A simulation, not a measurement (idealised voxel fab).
Process module in this document: voxel air gaps
Each square cell in cross-section cut measures 5 nm, and the section as a whole is 275 nm wide.
A cross-section in this document is a grid of square cells, and it is written down as bands, the top band listed before the ones below it; a band is made up of one or more rows of cells. Top height, bottom height, nm. Materials left to right, width each, nm. Single material + "everywhere" = fills band edge to edge. "empty" = empty. Counting heights begins at 0, where everything beneath is, in the wafer as received, one material. The lowest band has no bottom; it goes on downwards, as "0..down" shows. A width such as "30 to 40" changes by the same amount from each row of cells to the next, from the band's top row to its bottom row. "everything unchanged" after a step means that no cell of the cross-section changed. Listed in "Completely sealed voids": every empty space of 8 or more cells without an open way to the top. Form: width x height at distance, the distance being from the left edge, all in nm. Whatever follows a step's settings on its line is a remark the simulator itself makes about that step. overlay nm: right-of-plan distance of the mask on a masked step; negative values mean left-of-plan.
## Process steps - plan
- 1: RECEIVE: material Si
- 2: CONFORMAL_DEP: material SiO2, thk nm 10
- 3: CONFORMAL_DEP: material SiN, thk nm 5
- 4: DIRECTIONAL_DEP: material SiO2, thk nm 35
- 5: MASKED_ETCH: tone open, mask id LINES, width nm 20, pitch nm 50, etch materials SiO2, depth nm 35, overlay nm 0
- 6: CONFORMAL_DEP: material TiN, thk nm 5
- 7: FILL_DEP: material W, thk nm 10
- 8: CMP: height nm 50
- 9: EPI: material Ru, thk nm 10
- 10: SELECTIVE_ETCH: etch materials SiO2, depth nm 45
- 11: CONFORMAL_DEP: material SiN, thk nm 5
## Cross-section: wafer on arrival = after step 1
* 0..down: Si everywhere
* Completely sealed voids: none
## Final wafer profile in cross-section after the module, from the same start and plan as above, with one mistake made during processing
* 65..60: empty: 40, SiN: 200, empty: 35
* 60..50: empty: 40, SiN: 5, Ru: 40, SiN: 10, Ru: 40, SiN: 10, Ru: 40, SiN: 10, Ru: 40, SiN: 5, empty: 35
* 50..45: empty: 40, SiN: 15, TiN: 5, W: 10, TiN: 5, SiN: 30, TiN: 5, W: 10, TiN: 5, SiN: 30, TiN: 5, W: 10, TiN: 5, SiN: 30, TiN: 5, W: 10, TiN: 5, SiN: 15, empty: 35
* 45..20: empty: 50, SiN: 5, TiN: 5, W: 10, TiN: 5, SiN: 5, empty: 20, SiN: 5, TiN: 5, W: 10, TiN: 5, SiN: 5, empty: 20, SiN: 5, TiN: 5, W: 10, TiN: 5, SiN: 5, empty: 20, SiN: 5, TiN: 5, W: 10, TiN: 5, SiN: 5, empty: 45
* 20..15: SiN: 55, TiN: 20, SiN: 30, TiN: 20, SiN: 30, TiN: 20, SiN: 30, TiN: 20, SiN: 50
* 15..10: SiN everywhere
* 10..0: SiO2 everywhere
* 0..down: Si everywhere
* Completely sealed voids: 20 x 25 at 80; 20 x 25 at 130; 20 x 25 at 180
Processing error: step 5 deviated from plan and actually ran as MASKED_ETCH: tone open, mask id LINES, width nm 20, pitch nm 50, etch materials SiO2, depth nm 35, overlay nm 5
